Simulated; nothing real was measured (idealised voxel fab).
process module | voxel transistor to metal
cross-section cut | 300 nm wide | cells 5 nm
A cross-section is a grid of square cells, given in bands from the top down. A band is one or more rows of cells.
Each band's line starts with the height of the band's top and of its bottom, in nm. Then come its materials from left to right, each with its width in nm. One material with "throughout" fills the band from edge to edge. "air" is empty space.
Height 0 is the level under which the wafer as received is all one material. The lowest band goes on downwards, as in "0 down".
A width such as "30 to 40" changes by the same amount from each row of cells to the next, from the band's top row to its bottom row.
"no change" after a step means that no cell of the cross-section changed.
closed voids: empty space of 8 cells or more with no open way to the top, each as width x height at its distance from the left edge, in nm
after a step's settings: what the simulator itself notes on the step
overlay nm, on a step with a mask: how far to the right of its planned place the mask lay; to the left if negative
plan
1 op RECEIVE | material Si
2 op OXIDIZE | depth nm 5
3 op CONFORMAL_DEP | material SiN | thk nm 10
4 op MASKED_ETCH | tone cover | mask id ACTIVE | width nm 110 | pitch nm 130 | etch materials SiN | depth nm 10 | overlay nm 0
5 op MASKED_ETCH | tone cover | mask id ACTIVE | width nm 110 | pitch nm 130 | etch materials SiO2 | depth nm 5 | overlay nm 0
6 op MASKED_ETCH | tone cover | mask id ACTIVE | width nm 110 | pitch nm 130 | etch materials Si | depth nm 20 | overlay nm 0
7 op FILL_DEP | material SiO2 | thk nm 5
8 op CMP | height nm 10
9 op SELECTIVE_ETCH | etch materials SiO2 | depth nm 10
10 op STRIP | etch materials SiN
11 op SELECTIVE_ETCH | etch materials SiO2 | depth nm 5
12 op OXIDIZE | depth nm 5
13 op DIRECTIONAL_DEP | material polySi | thk nm 20
14 op DIRECTIONAL_DEP | material SiCN | thk nm 10
15 op DIRECTIONAL_DEP | material aC | thk nm 15
16 op PATTERN | tone cover | mask id GATE | material resist | width nm 30 | pitch nm 130 | thk nm 30 | overlay nm 0
17 op DIRECTIONAL_ETCH | etch materials aC | depth nm 15
18 op STRIP | etch materials resist
19 op DIRECTIONAL_ETCH | etch materials SiCN | depth nm 20
20 op DIRECTIONAL_ETCH | etch materials polySi | depth nm 30
21 op STRIP | etch materials aC
22 op CONFORMAL_DEP | material SiO2 | thk nm 5
23 op DIRECTIONAL_ETCH | etch materials SiO2 | depth nm 5
24 op CONFORMAL_DEP | material SiN | thk nm 5
25 op DIRECTIONAL_ETCH | etch materials SiN | depth nm 5
26 op DIRECTIONAL_ETCH | etch materials SiO2 | depth nm 5
27 op DIRECTIONAL_ETCH | etch materials Si | depth nm 15
28 op EPI | material SiGe | thk nm 15
29 op FILL_DEP | material SiO2 | thk nm 10
30 op CMP | height nm 15
31 op STRIP | etch materials polySi
32 op SELECTIVE_ETCH | etch materials SiO2 | depth nm 5
33 op CONFORMAL_DEP | material HfO2 | thk nm 5
34 op CONFORMAL_DEP | material TiN | thk nm 5
35 op FILL_DEP | material W | thk nm 10
36 op CMP | height nm 10
37 op DIRECTIONAL_DEP | material SiO2 | thk nm 10
38 op MASKED_ETCH | tone open | mask id CONTACT | width nm 15 | etch materials SiO2 | depth nm 30 | overlay nm 0
39 op CONFORMAL_DEP | material TiN | thk nm 5
40 op FILL_DEP | material W | thk nm 5
41 op CMP | height nm 20
42 op CONFORMAL_DEP | material SiCN | thk nm 5
43 op DIRECTIONAL_DEP | material SiO2 | thk nm 15
44 op DIRECTIONAL_DEP | material aC | thk nm 15
45 op PATTERN | tone open | mask id METAL_1 | material resist | width nm 15 | thk nm 35 | overlay nm 0
46 op DIRECTIONAL_ETCH | etch materials aC | depth nm 15
47 op STRIP | etch materials resist
48 op DIRECTIONAL_ETCH | etch materials SiO2 | depth nm 15
49 op DIRECTIONAL_ETCH | etch materials SiCN | depth nm 5
50 op STRIP | etch materials aC
51 op CONFORMAL_DEP | material TiN | thk nm 5
52 op FILL_DEP | material W | thk nm 10
53 op CMP | height nm 40
54 op CONFORMAL_DEP | material SiN | thk nm 5
as received, after step 1
  0 down: Si throughout
  closed voids: none
first wafer at the end, as planned
  45 to 40: SiN throughout
  40 to 25: SiO2 40 | TiN 5 | W 5 | TiN 5 | SiO2 60 | TiN 5 | W 5 | TiN 5 | SiO2 40 | TiN 5 | W 5 | TiN 5 | SiO2 60 | TiN 5 | W 5 | TiN 5 | SiO2 40
  25 to 20: SiCN 40 | TiN 15 | SiCN 60 | TiN 15 | SiCN 40 | TiN 15 | SiCN 60 | TiN 15 | SiCN 40
  20 to 10: SiO2 40 | TiN 5 | W 5 | TiN 5 | SiO2 60 | TiN 5 | W 5 | TiN 5 | SiO2 40 | TiN 5 | W 5 | TiN 5 | SiO2 60 | TiN 5 | W 5 | TiN 5 | SiO2 40
  10 to 5: SiO2 40 | TiN 15 | SiO2 5 | SiN 5 | HfO2 5 | TiN 5 | W 20 | TiN 5 | HfO2 5 | SiN 5 | SiO2 5 | TiN 15 | SiO2 40 | TiN 15 | SiO2 5 | SiN 5 | HfO2 5 | TiN 5 | W 20 | TiN 5 | HfO2 5 | SiN 5 | SiO2 5 | TiN 15 | SiO2 40
  5 to 0: SiO2 40 | TiN 5 | SiGe 15 | SiN 5 | HfO2 5 | TiN 5 | W 20 | TiN 5 | HfO2 5 | SiN 5 | SiGe 15 | TiN 5 | SiO2 40 | TiN 5 | SiGe 15 | SiN 5 | HfO2 5 | TiN 5 | W 20 | TiN 5 | HfO2 5 | SiN 5 | SiGe 15 | TiN 5 | SiO2 40
  0 to -5: SiO2 40 | TiN 5 | SiGe 15 | SiN 5 | HfO2 5 | TiN 30 | HfO2 5 | SiN 5 | SiGe 15 | TiN 5 | SiO2 40 | TiN 5 | SiGe 15 | SiN 5 | HfO2 5 | TiN 30 | HfO2 5 | SiN 5 | SiGe 15 | TiN 5 | SiO2 40
  -5 to -10: SiO2 40 | TiN 5 | SiGe 15 | SiO2 5 | HfO2 40 | SiO2 5 | SiGe 15 | TiN 5 | SiO2 40 | TiN 5 | SiGe 15 | SiO2 5 | HfO2 40 | SiO2 5 | SiGe 15 | TiN 5 | SiO2 40
  -10 to -25: SiO2 30 | SiGe 30 | Si 50 | SiGe 30 | SiO2 20 | SiGe 30 | Si 50 | SiGe 30 | SiO2 30
  -25 down: Si throughout
  closed voids: none
second wafer at the end: like start, like plan, one mistake
  45 to 40: SiN throughout
  40 to 25: SiO2 40 | TiN 5 | W 5 | TiN 5 | SiO2 60 | TiN 5 | W 5 | TiN 5 | SiO2 40 | TiN 5 | W 5 | TiN 5 | SiO2 60 | TiN 5 | W 5 | TiN 5 | SiO2 40
  25 to 20: SiCN 40 | TiN 15 | SiCN 60 | TiN 15 | SiCN 40 | TiN 15 | SiCN 60 | TiN 15 | SiCN 40
  20 to 15: SiO2 40 | TiN 5 | W 5 | TiN 5 | SiO2 60 | TiN 5 | W 5 | TiN 5 | SiO2 40 | TiN 5 | W 5 | TiN 5 | SiO2 60 | TiN 5 | W 5 | TiN 5 | SiO2 40
  15 to 10: SiO2 40 | TiN 15 | SiO2 60 | TiN 15 | SiO2 40 | TiN 15 | SiO2 60 | TiN 15 | SiO2 40
  10 to 5: SiO2 40 | TiN 5 | SiGe 15 | SiN 5 | HfO2 5 | TiN 5 | W 20 | TiN 5 | HfO2 5 | SiN 5 | SiGe 15 | TiN 5 | SiO2 40 | TiN 5 | SiGe 15 | SiN 5 | HfO2 5 | TiN 5 | W 20 | TiN 5 | HfO2 5 | SiN 5 | SiGe 15 | TiN 5 | SiO2 40
  5 to 0: SiO2 30 | SiGe 30 | SiN 5 | HfO2 5 | TiN 30 | HfO2 5 | SiN 5 | SiGe 30 | SiO2 20 | SiGe 30 | SiN 5 | HfO2 5 | TiN 30 | HfO2 5 | SiN 5 | SiGe 30 | SiO2 30
  0 to -5: SiO2 25 | SiN 5 | SiGe 30 | SiO2 5 | HfO2 40 | SiO2 5 | SiGe 30 | SiN 5 | SiO2 10 | SiN 5 | SiGe 30 | SiO2 5 | HfO2 40 | SiO2 5 | SiGe 30 | SiN 5 | SiO2 25
  -5 to -10: SiO2 40 | SiGe 20 | Si 50 | SiGe 20 | SiO2 40 | SiGe 20 | Si 50 | SiGe 20 | SiO2 40
  -10 to -20: SiO2 30 | Si 10 | SiGe 20 | Si 50 | SiGe 20 | Si 10 | SiO2 20 | Si 10 | SiGe 20 | Si 50 | SiGe 20 | Si 10 | SiO2 30
  -20 to -25: SiO2 30 | Si 110 | SiO2 20 | Si 110 | SiO2 30
  -25 down: Si throughout
  closed voids: none
what went wrong: steps 10 and 11 were swapped
at the end the second wafer has, in cells: 4 fewer of HfO2 | 60 more of Si | 24 fewer of SiO2 | 20 fewer of TiN | 12 fewer of W
